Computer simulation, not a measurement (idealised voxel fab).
process module | voxel capacitor over wiring
cross-section cut | 225 nm wide | cells 5 nm
A cross-section is a grid of square cells, given in bands from the top down. A band is one or more rows of cells.
Each band's line starts with the height of the band's top and of its bottom, in nm. Then come its materials from left to right, each with its width in nm. One material with "throughout" fills the band from edge to edge. "air" is empty space.
Height 0 is the level under which the wafer as received is all one material. The lowest band goes on downwards, as in "0 down".
A width such as "30 to 40" changes by the same amount from each row of cells to the next, from the band's top row to its bottom row.
"no change" after a step means that no cell of the cross-section changed.
closed voids: empty space of 8 cells or more with no open way to the top, each as width x height at its distance from the left edge, in nm
after a step's settings: what the simulator itself notes on the step
overlay nm, on a step with a mask: how far to the right of its planned place the mask lay; to the left if negative
plan
1 op RECEIVE | material Si
2 op CONFORMAL_DEP | material SiO2 | thk nm 10
3 op DIRECTIONAL_DEP | material TiN | thk nm 5
4 op DIRECTIONAL_DEP | material W | thk nm 25
5 op DIRECTIONAL_DEP | material aC | thk nm 15
6 op PATTERN | tone cover | mask id METAL_1 | material resist | width nm 20 | pitch nm 90 | thk nm 30 | overlay nm 0
7 op DIRECTIONAL_ETCH | etch materials aC | depth nm 15
8 op STRIP | etch materials resist
9 op DIRECTIONAL_ETCH | etch materials W | depth nm 25
10 op DIRECTIONAL_ETCH | etch materials TiN | depth nm 5
11 op STRIP | etch materials aC
12 op FILL_DEP | material lowk | thk nm 5
13 op CMP | height nm 40
14 op CONFORMAL_DEP | material SiCN | thk nm 5
15 op DIRECTIONAL_DEP | material SiO2 | thk nm 15
16 op DIRECTIONAL_DEP | material aC | thk nm 15
17 op PATTERN | tone open | mask id PLUG_1 | material resist | width nm 15 | thk nm 35 | overlay nm 0
18 op DIRECTIONAL_ETCH | etch materials aC | depth nm 15
19 op STRIP | etch materials resist
20 op DIRECTIONAL_ETCH | etch materials SiO2 | depth nm 15
21 op DIRECTIONAL_ETCH | etch materials SiCN | depth nm 5
22 op STRIP | etch materials aC
23 op EPI | material Ru | thk nm 10
24 op EPI | material Ru | thk nm 10
25 op DIRECTIONAL_DEP | material TiN | thk nm 10
26 op DIRECTIONAL_DEP | material Al2O3 | thk nm 5
27 op DIRECTIONAL_DEP | material TiN | thk nm 5
28 op DIRECTIONAL_DEP | material aC | thk nm 15
29 op PATTERN | tone cover | mask id UPPER_PLATE | material resist | width nm 75 | thk nm 35 | overlay nm 0
30 op DIRECTIONAL_ETCH | etch materials aC | depth nm 15
31 op STRIP | etch materials resist
32 op DIRECTIONAL_ETCH | etch materials TiN | depth nm 5
33 op DIRECTIONAL_ETCH | etch materials Al2O3 | depth nm 5
34 op STRIP | etch materials aC
35 op PATTERN | tone cover | mask id LOWER_PLATE | material resist | width nm 85 | thk nm 15 | overlay nm 0
36 op DIRECTIONAL_ETCH | etch materials TiN | depth nm 10
37 op STRIP | etch materials resist
38 op FILL_DEP | material SiO2 | thk nm 15
39 op CMP | height nm 90
40 op MASKED_ETCH | tone open | mask id PLUG_2 | width nm 15 | etch materials SiO2 | depth nm 10 | overlay nm 0
41 op CONFORMAL_DEP | material TiN | thk nm 5
42 op FILL_DEP | material Ru | thk nm 5
43 op CMP | height nm 90
44 op CONFORMAL_DEP | material SiCN | thk nm 5
as received, after step 1
  0 down: Si throughout
  closed voids: none
a wafer at the end: this start, this plan, one mistake
  95 to 90: SiCN throughout
  90 to 85: SiO2 70 | TiN 5 | Ru 5 | TiN 5 | SiO2 140
  85 to 75: SiO2 70 to 60 | TiN 15 to 75 | SiO2 140 to 90
  75 to 70: SiO2 60 | Al2O3 75 | SiO2 90
  70 to 60: SiO2 55 | TiN 85 | SiO2 85
  60 to 45: SiO2 70 | Ru 15 | SiO2 140
  45 to 40: SiCN 70 | Ru 15 | SiCN 140
  40 to 15: lowk 55 | W 20 | lowk 70 | W 20 | lowk 60
  15 to 10: lowk 55 | TiN 20 | lowk 70 | TiN 20 | lowk 60
  10 to 0: SiO2 throughout
  0 down: Si throughout
  closed voids: none
what went wrong: step 17 ran as: op PATTERN | tone open | mask id PLUG_1 | material resist | width nm 15 | thk nm 35 | overlay nm 10
